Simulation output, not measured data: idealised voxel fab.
Presented below is a process module, voxel released beams.
Square cells of 5 nm make up the cross-section cut, whose width is 290 nm.
Format of a cross-section: grid, square cells. Given as bands. Order: top down. Band: one or more rows of cells. Band: top and bottom heights (nm) first, top before bottom; then materials from left to right, widths in nm. "all across" marks a sole material filling the band edge to edge. "blank" denotes empty space. The level at which height equals 0 is the one under which the wafer, as it arrives, is entirely one material. No lower edge exists for the bottom band, which continues downward and is notated as in "0 -> down". The notation "30->40" denotes a width that varies across the rows of cells in the band, beginning at the first number in the top row, finishing at the second number in the bottom row, and changing by an identical amount from each row to the next. When a step is marked "remained unchanged", none of the cells in the cross-section changed during that step. Fully enclosed voids: empty space of 8 cells or more with no open way to the top, each as width x height at its distance from the left edge, in nm. Past the settings on a step's line: simulator remark, on that step. The line of a step may include "overlay nm". On a step with a mask, this value is how far to the right of its planned place the mask lay. A negative value means the mask lay to the left.

# These are the steps we planned for the process
1) RECEIVE | material Si
2) CONFORMAL_DEP | material Al2O3 | thk nm 5
3) DIRECTIONAL_DEP | material SiO2 | thk nm 15
4) PATTERN | tone open | mask id ANCHOR | material resist | width nm 25 | thk nm 15 | overlay nm 0
5) DIRECTIONAL_ETCH | etch materials SiO2 | depth nm 15
6) STRIP | etch materials resist
7) CONFORMAL_DEP | material polySi | thk nm 10
8) MASKED_ETCH | tone cover | mask id BEAM | width nm 95 | etch materials polySi | depth nm 10 | overlay nm 0
9) STRIP | etch materials SiO2

# Cross-section, incoming material, after step 1
0 -> down  Si all across
Fully enclosed voids: none

# As-planned run: cross-section of the first of two wafers at end of module
30 -> 20  blank 95; polySi 15; blank 5; polySi 75; blank 100
20 -> 15  blank 100; polySi 10; blank 5; polySi 10; blank 165
15 -> 5  blank 100; polySi 25; blank 165
5 -> 0  Al2O3 all across
0 -> down  Si all across
Fully enclosed voids: none

# The second wafer, shown in cross-section after the module: started the same way as the first and given the same plan, yet one mistake crept into how it was run
30 -> 20  blank 95; polySi 40; blank 155
20 -> 15  blank 90; polySi 10; SiO2 25; polySi 10; blank 155
15 -> 5  blank 90; polySi 10; SiO2 25; polySi 65; blank 100
5 -> 0  Al2O3 all across
0 -> down  Si all across
Fully enclosed voids: none
The plan and the run diverged here: step 4 was processed under conditions differing from the plan, specifically as PATTERN | tone cover | mask id ANCHOR | material resist | width nm 25 | thk nm 15 | overlay nm 0
In the final state, the cell counts of the second wafer exceed or fall short of those of the first for the following materials: 15 more of SiO2
